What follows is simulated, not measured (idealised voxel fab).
You're looking at the process module voxel wiring stack.
FYI the section here is cut, 155 nm wide, cells are 5 nm squares.
Cross-sections here: square-cell grids, written as top-down lists of bands, a band being one or more rows of cells.
This entry defines a band. It first specifies the height of the band's top and the height of its bottom in nm, and then specifies the band's materials from left to right, stating each material with its width in nm. The word "everywhere" identifies a single material that fills the band from edge to edge, while the word "empty" identifies empty space.
Beneath 0, the wafer as received is one material, and that level is where height counting begins. The lowest band goes on downward without a bottom; it is written like "z 0 and below".
Think of "30->40" as a width that walks from the first number to the second as you go down the band, top row to bottom row, taking equal-sized steps from row to row.
"changes: none" for a step: no cell of the cross-section changed in that step.
"Closed-off voids" lists enclosed empty spaces (at least 8 cells, no open path upward to the top), each as width x height at distance from the left edge, in nm.
Note: text after step settings on the step line = simulator remark on that step.
overlay nm: for a step with a mask, the amount by which the mask lay right of where it was planned; a negative amount means left of it.

**Process steps - plan**
1: RECEIVE: material Si
2: CONFORMAL_DEP: material SiO2, thk nm 10
3: DIRECTIONAL_DEP: material TiN, thk nm 5
4: DIRECTIONAL_DEP: material Ru, thk nm 25
5: PATTERN: tone cover, mask id METAL_1, material resist, width nm 30, pitch nm 45, thk nm 20, overlay nm 0
6: DIRECTIONAL_ETCH: etch materials Ru, depth nm 25
7: DIRECTIONAL_ETCH: etch materials TiN, depth nm 5
8: STRIP: etch materials resist
9: CONFORMAL_DEP: material SiN, thk nm 5
10: FILL_DEP: material SiO2, thk nm 5
11: CMP: height nm 40
12: CONFORMAL_DEP: material SiCN, thk nm 5
13: DIRECTIONAL_DEP: material SiO2, thk nm 30
14: DIRECTIONAL_DEP: material aC, thk nm 10
15: PATTERN: tone open, mask id METAL_2_HOLES, material resist, width nm 15, pitch nm 45, thk nm 25, overlay nm 0
16: DIRECTIONAL_ETCH: etch materials aC, depth nm 10
17: STRIP: etch materials resist
18: DIRECTIONAL_ETCH: etch materials SiO2, depth nm 30
19: STRIP: etch materials aC
20: DIRECTIONAL_DEP: material aC, thk nm 15
21: PATTERN: tone open, mask id METAL_2, material resist, width nm 30, pitch nm 45, thk nm 35, overlay nm 0
22: DIRECTIONAL_ETCH: etch materials aC, depth nm 15
23: STRIP: etch materials resist
24: DIRECTIONAL_ETCH: etch materials SiO2, depth nm 15
25: DIRECTIONAL_ETCH: etch materials SiCN, depth nm 5
26: STRIP: etch materials aC
27: CONFORMAL_DEP: material TiN, thk nm 5
28: FILL_DEP: material Cu, thk nm 5
29: CMP: height nm 75
30: CONFORMAL_DEP: material SiCN, thk nm 5
31: DIRECTIONAL_DEP: material lowk, thk nm 10
32: DIRECTIONAL_DEP: material aC, thk nm 15
33: PATTERN: tone open, mask id PLUG_2, material resist, width nm 15, pitch nm 45, thk nm 30, overlay nm 0
34: DIRECTIONAL_ETCH: etch materials aC, depth nm 15
35: STRIP: etch materials resist
36: DIRECTIONAL_ETCH: etch materials lowk, depth nm 10
37: DIRECTIONAL_ETCH: etch materials SiCN, depth nm 5
38: STRIP: etch materials aC
39: CONFORMAL_DEP: material TiN, thk nm 5
40: FILL_DEP: material Cu, thk nm 5
41: CMP: height nm 90
42: DIRECTIONAL_DEP: material TiN, thk nm 5
43: DIRECTIONAL_DEP: material W, thk nm 20
44: DIRECTIONAL_DEP: material aC, thk nm 15
45: PATTERN: tone cover, mask id METAL_3, material resist, width nm 30, pitch nm 45, thk nm 30, overlay nm 0
46: DIRECTIONAL_ETCH: etch materials aC, depth nm 15
47: STRIP: etch materials resist
48: DIRECTIONAL_ETCH: etch materials W, depth nm 20
49: DIRECTIONAL_ETCH: etch materials TiN, depth nm 5
50: STRIP: etch materials aC
51: CONFORMAL_DEP: material SiN, thk nm 5
52: FILL_DEP: material lowk, thk nm 5
53: CMP: height nm 115
54: CONFORMAL_DEP: material SiN, thk nm 5

**Received-state cross-section, reflecting completion of step 1**
* z 0 and below  Si everywhere
* Closed-off voids: none

**Cross-sectional view of the first of the two wafers upon completion of the module, processed in accordance with the plan**
* z 120 to 115  SiN everywhere
* z 115 to 95  10 lowk  5 SiN  30 W  5 SiN  5 lowk  5 SiN  30 W  5 SiN  5 lowk  5 SiN  30 W  5 SiN  15 lowk
* z 95 to 90  15 SiN  30 TiN  15 SiN  30 TiN  15 SiN  30 TiN  20 SiN
* z 90 to 80  15 lowk  5 TiN  5 Cu  5 TiN  30 lowk  5 TiN  5 Cu  5 TiN  30 lowk  5 TiN  5 Cu  5 TiN  35 lowk
* z 80 to 75  15 SiCN  15 TiN  30 SiCN  15 TiN  30 SiCN  15 TiN  35 SiCN
* z 75 to 65  15 SiO2  5 TiN  20 Cu  5 TiN  15 SiO2  5 TiN  20 Cu  5 TiN  15 SiO2  5 TiN  20 Cu  5 TiN  20 SiO2
* z 65 to 60  15 SiO2  5 TiN  5 Cu  20 TiN  15 SiO2  5 TiN  5 Cu  20 TiN  15 SiO2  5 TiN  5 Cu  20 TiN  20 SiO2
* z 60 to 45  15 SiO2  5 TiN  5 Cu  5 TiN  30 SiO2  5 TiN  5 Cu  5 TiN  30 SiO2  5 TiN  5 Cu  5 TiN  35 SiO2
* z 45 to 40  15 SiCN  15 TiN  30 SiCN  15 TiN  30 SiCN  15 TiN  35 SiCN
* z 40 to 15  10 SiO2  5 SiN  30 Ru  5 SiN  5 SiO2  5 SiN  30 Ru  5 SiN  5 SiO2  5 SiN  30 Ru  5 SiN  15 SiO2
* z 15 to 10  15 SiN  30 TiN  15 SiN  30 TiN  15 SiN  30 TiN  20 SiN
* z 10 to 0  SiO2 everywhere
* z 0 and below  Si everywhere
* Closed-off voids: none

**Module end: cross-section of wafer two of two. Same start and process plan as the first wafer. One mistake during execution**
* z 120 to 115  SiN everywhere
* z 115 to 95  10 lowk  5 SiN  30 W  5 SiN  5 lowk  5 SiN  30 W  5 SiN  5 lowk  5 SiN  30 W  5 SiN  15 lowk
* z 95 to 90  15 SiN  30 TiN  15 SiN  30 TiN  15 SiN  30 TiN  20 SiN
* z 90 to 80  15 lowk  5 TiN  5 Cu  5 TiN  30 lowk  5 TiN  5 Cu  5 TiN  30 lowk  5 TiN  5 Cu  5 TiN  35 lowk
* z 80 to 75  15 SiCN  15 TiN  30 SiCN  15 TiN  30 SiCN  15 TiN  35 SiCN
* z 75 to 65  15 SiO2  5 TiN  25 Cu  5 TiN  10 SiO2  5 TiN  25 Cu  5 TiN  10 SiO2  5 TiN  25 Cu  5 TiN  15 SiO2
* z 65 to 60  15 SiO2  5 TiN  5 Cu  25 TiN  10 SiO2  5 TiN  5 Cu  25 TiN  10 SiO2  5 TiN  5 Cu  25 TiN  15 SiO2
* z 60 to 50  15 SiO2  5 TiN  5 Cu  5 TiN  30 SiO2  5 TiN  5 Cu  5 TiN  30 SiO2  5 TiN  5 Cu  5 TiN  35 SiO2
* z 50 to 45  15 SiO2  15 TiN  30 SiO2  15 TiN  30 SiO2  15 TiN  35 SiO2
* z 45 to 40  20 SiCN  10 TiN  35 SiCN  10 TiN  35 SiCN  10 TiN  35 SiCN
* z 40 to 15  10 SiO2  5 SiN  30 Ru  5 SiN  5 SiO2  5 SiN  30 Ru  5 SiN  5 SiO2  5 SiN  30 Ru  5 SiN  15 SiO2
* z 15 to 10  15 SiN  30 TiN  15 SiN  30 TiN  15 SiN  30 TiN  20 SiN
* z 10 to 0  SiO2 everywhere
* z 0 and below  Si everywhere
* Closed-off voids: none
The plan and the run diverged here: step 21 went in with a setting other than planned; the actual run was PATTERN: tone open, mask id METAL_2, material resist, width nm 30, pitch nm 45, thk nm 35, overlay nm 5
Final difference in cells, second wafer against first, listed per material as more or fewer: +3 Cu; +3 SiCN; -9 SiO2; +3 TiN
